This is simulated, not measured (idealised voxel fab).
Process module heading - voxel air gaps
Square cell edge 5 nm, section width 280 nm, ID cut.
Cross-section, as written here: a square-cell grid given band by band from the top down, where a band holds one or more rows of cells.
In this notation a band is specified by the heights of its top and bottom, in that order and in nm, after which its materials appear from left to right, each paired with its width in nm. The word "full width" attached to a single material means that material fills the band from edge to edge; the word "air" stands for empty space.
Height 0 is the level under which the wafer as received is all one material. The lowest band goes on downwards, as in "0 -> down".
Note: "30..40" means the width goes from the first number (top row of the band) to the second number (bottom row) in equal steps per row of cells.
Where the words "everything unchanged" appear for a step, the cross-section shows no cell changed by that step; every cell remained as before.
Basically, "closed voids" tells you about the enclosed voids: empty spaces with no open way to the top, 8 cells or bigger, each written width x height at distance, where distance is from the left edge, all in nm.
What comes after the settings on a step's line is commentary from the simulator itself on that step.
The setting "overlay nm" may be written on the line of a step. When the step uses a mask, the value reports how far to the right of the planned place the mask lay, and a negative value reports that it lay to the left.

### The process steps that were planned are listed below
1,RECEIVE: material Si
2,CONFORMAL_DEP: material SiO2, thk nm 10
3,CONFORMAL_DEP: material SiCN, thk nm 5
4,DIRECTIONAL_DEP: material lowk, thk nm 30
5,PATTERN: tone open, mask id LINES, material resist, width nm 20, pitch nm 45, thk nm 15, overlay nm 0
6,DIRECTIONAL_ETCH: etch materials lowk, depth nm 30
7,STRIP: etch materials resist
8,CONFORMAL_DEP: material TiN, thk nm 5
9,FILL_DEP: material Cu, thk nm 5
10,CMP: height nm 45
11,EPI: material Ru, thk nm 10
12,SELECTIVE_ETCH: etch materials lowk, depth nm 40
13,CONFORMAL_DEP: material SiCN, thk nm 5

### As-received state of the wafer in cross-section, equivalent to post-step 1
0 -> down | Si full width
closed voids: none

### This is how the wafer looks in cross-section once the module is done, given the starting state and plan above and one mistake in carrying the plan out
60 -> 55 | SiCN full width
55 -> 45 | Ru full width
45 -> 20 | Cu (55), TiN (5), lowk (20), TiN (5), Cu (15), TiN (5), lowk (20), TiN (5), Cu (15), TiN (5), lowk (20), TiN (5), Cu (15), TiN (5), lowk (20), TiN (5), Cu (60)
20 -> 15 | TiN (60), lowk (20), TiN (25), lowk (20), TiN (25), lowk (20), TiN (25), lowk (20), TiN (65)
15 -> 10 | SiCN full width
10 -> 0 | SiO2 full width
0 -> down | Si full width
closed voids: none
Deviation noted in wafer processing: heads up, step 5 didn't go per plan, it actually ran as PATTERN: tone cover, mask id LINES, material resist, width nm 20, pitch nm 45, thk nm 15, overlay nm 0
